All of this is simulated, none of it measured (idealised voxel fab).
The document below concerns the process module designated voxel capacitor over wiring.
Cross-sectional view cut (width: 260 nm; square cell size: 5 nm).
Throughout this document, each cross-section is represented as a grid of square cells and is presented as a sequence of bands enumerated from the top downward, where a band comprises one or more rows of cells.
First you get the band's top height and its bottom height, in nm, and then the materials it's made of, left to right, with each width in nm. If you see a single material with "all across", that one covers the band edge to edge. "blank" is empty space.
Note: height 0 marks the level under which the wafer is uniformly one material as received. Lowest band unbounded below, written "0 nm and below".
The width entry "30..40" should be interpreted row by row: the top row of cells in the band takes the first number, the bottom row takes the second number, and the change between adjacent rows is uniform throughout.
A step reported as "nothing changed" is a step in which no cell of the cross-section changed.
Entry "Entrapped void list" = empty spaces >= 8 cells with no open way to the top; each as width x height at distance, distance from left edge, all nm.
Formally, on a step line, whatever follows the settings is a remark that the simulator itself makes on the step.
overlay nm: how far to the right of its planned place the mask lay on this masked step (negative: to the left).

-- Steps in the process plan
1: op RECEIVE | material Si
2: op CONFORMAL_DEP | material SiO2 | thk nm 10
3: op CONFORMAL_DEP | material SiN | thk nm 5
4: op DIRECTIONAL_DEP | material lowk | thk nm 25
5: op DIRECTIONAL_DEP | material aC | thk nm 15
6: op PATTERN | tone open | mask id METAL_1 | material resist | width nm 20 | pitch nm 80 | thk nm 30 | overlay nm 0
7: op DIRECTIONAL_ETCH | etch materials aC | depth nm 15
8: op STRIP | etch materials resist
9: op DIRECTIONAL_ETCH | etch materials lowk | depth nm 25
10: op DIRECTIONAL_ETCH | etch materials SiN | depth nm 5
11: op STRIP | etch materials aC
12: op CONFORMAL_DEP | material TiN | thk nm 5
13: op FILL_DEP | material Cu | thk nm 5
14: op CMP | height nm 40
15: op CONFORMAL_DEP | material SiCN | thk nm 5
16: op DIRECTIONAL_DEP | material SiO2 | thk nm 20
17: op PATTERN | tone open | mask id PLUG_1 | material resist | width nm 15 | thk nm 20 | overlay nm 0
18: op DIRECTIONAL_ETCH | etch materials SiO2 | depth nm 20
19: op DIRECTIONAL_ETCH | etch materials SiCN | depth nm 5
20: op STRIP | etch materials resist
21: op EPI | material Ru | thk nm 10
22: op EPI | material Ru | thk nm 10
23: op EPI | material Ru | thk nm 5
24: op DIRECTIONAL_DEP | material TiN | thk nm 5
25: op DIRECTIONAL_DEP | material Al2O3 | thk nm 5
26: op DIRECTIONAL_DEP | material TiN | thk nm 5
27: op PATTERN | tone cover | mask id UPPER_PLATE | material resist | width nm 65 | thk nm 20 | overlay nm 0
28: op DIRECTIONAL_ETCH | etch materials TiN | depth nm 5
29: op DIRECTIONAL_ETCH | etch materials Al2O3 | depth nm 5
30: op STRIP | etch materials resist
31: op DIRECTIONAL_DEP | material aC | thk nm 10
32: op PATTERN | tone cover | mask id LOWER_PLATE | material resist | width nm 75 | thk nm 25 | overlay nm 0
33: op DIRECTIONAL_ETCH | etch materials aC | depth nm 10
34: op STRIP | etch materials resist
35: op DIRECTIONAL_ETCH | etch materials TiN | depth nm 5
36: op STRIP | etch materials aC
37: op FILL_DEP | material SiO2 | thk nm 20
38: op CMP | height nm 95
39: op DIRECTIONAL_DEP | material aC | thk nm 15
40: op PATTERN | tone open | mask id PLUG_2 | material resist | width nm 15 | thk nm 30 | overlay nm -15
41: op DIRECTIONAL_ETCH | etch materials aC | depth nm 15
42: op STRIP | etch materials resist
43: op DIRECTIONAL_ETCH | etch materials SiO2 | depth nm 15
44: op STRIP | etch materials aC
45: op CONFORMAL_DEP | material TiN | thk nm 5
46: op FILL_DEP | material Cu | thk nm 10
47: op CMP | height nm 95
48: op CONFORMAL_DEP | material SiN | thk nm 5
The wafers in this document start out alike and differ in the overlay nm applied at step 40; the plan shows the value used for the first wafer.

-- The first of several wafers, as received after step 1, seen in section
	0 nm and below  Si all across
	Entrapped void list: none

-- Module finished, last step 48 done: cross-section of the first of several wafers
	100 nm to 95 nm  SiN all across
	95 nm to 85 nm  SiO2: 80; TiN: 5; Cu: 5; TiN: 5; SiO2: 165
	85 nm to 75 nm  SiO2: 80..85; TiN: 15..65; SiO2: 165..110
	75 nm to 70 nm  SiO2: 85; Al2O3: 65; SiO2: 110
	70 nm to 65 nm  SiO2: 80; TiN: 75; SiO2: 105
	65 nm to 45 nm  SiO2: 85; Ru: 15; SiO2: 160
	45 nm to 40 nm  SiCN: 85; Ru: 15; SiCN: 160
	40 nm to 15 nm  lowk: 80; TiN: 5; Cu: 10; TiN: 5; lowk: 60; TiN: 5; Cu: 10; TiN: 5; lowk: 80
	15 nm to 10 nm  SiN: 80; TiN: 20; SiN: 60; TiN: 20; SiN: 80
	10 nm to 0 nm  SiO2 all across
	0 nm and below  Si all across
	Entrapped void list: none

-- Cross-section, module end, final of several wafers
	100 nm to 95 nm  SiN all across
	95 nm to 85 nm  SiO2: 110; TiN: 5; Cu: 5; TiN: 5; SiO2: 135
	85 nm to 75 nm  SiO2: 110..85; TiN: 15..65; SiO2: 135..110
	75 nm to 70 nm  SiO2: 85; Al2O3: 65; SiO2: 110
	70 nm to 65 nm  SiO2: 80; TiN: 75; SiO2: 105
	65 nm to 45 nm  SiO2: 85; Ru: 15; SiO2: 160
	45 nm to 40 nm  SiCN: 85; Ru: 15; SiCN: 160
	40 nm to 15 nm  lowk: 80; TiN: 5; Cu: 10; TiN: 5; lowk: 60; TiN: 5; Cu: 10; TiN: 5; lowk: 80
	15 nm to 10 nm  SiN: 80; TiN: 20; SiN: 60; TiN: 20; SiN: 80
	10 nm to 0 nm  SiO2 all across
	0 nm and below  Si all across
	Entrapped void list: none

-- What follows is a table in which each wafer occupies a row; for the wafer as it stands at the close of the module, the row states, material by material, how many cells have been gained (+) or lost (-) since receipt, and then gives its closed voids
overlay nm -15 | +13 Al2O3 | +22 Cu | +15 Ru | +49 SiCN | +96 SiN | +562 SiO2 | +63 TiN | +220 lowk | Entrapped void list: none
overlay nm -10 | +13 Al2O3 | +22 Cu | +15 Ru | +49 SiCN | +96 SiN | +562 SiO2 | +63 TiN | +220 lowk | Entrapped void list: none
overlay nm -5 | +13 Al2O3 | +22 Cu | +15 Ru | +49 SiCN | +96 SiN | +562 SiO2 | +63 TiN | +220 lowk | Entrapped void list: none
overlay nm 0 | +13 Al2O3 | +22 Cu | +15 Ru | +49 SiCN | +96 SiN | +562 SiO2 | +63 TiN | +220 lowk | Entrapped void list: none
overlay nm 5 | +13 Al2O3 | +22 Cu | +15 Ru | +49 SiCN | +96 SiN | +562 SiO2 | +63 TiN | +220 lowk | Entrapped void list: none
overlay nm 10 | +13 Al2O3 | +22 Cu | +15 Ru | +49 SiCN | +96 SiN | +562 SiO2 | +63 TiN | +220 lowk | Entrapped void list: none
overlay nm 15 | +13 Al2O3 | +22 Cu | +15 Ru | +49 SiCN | +96 SiN | +562 SiO2 | +63 TiN | +220 lowk | Entrapped void list: none
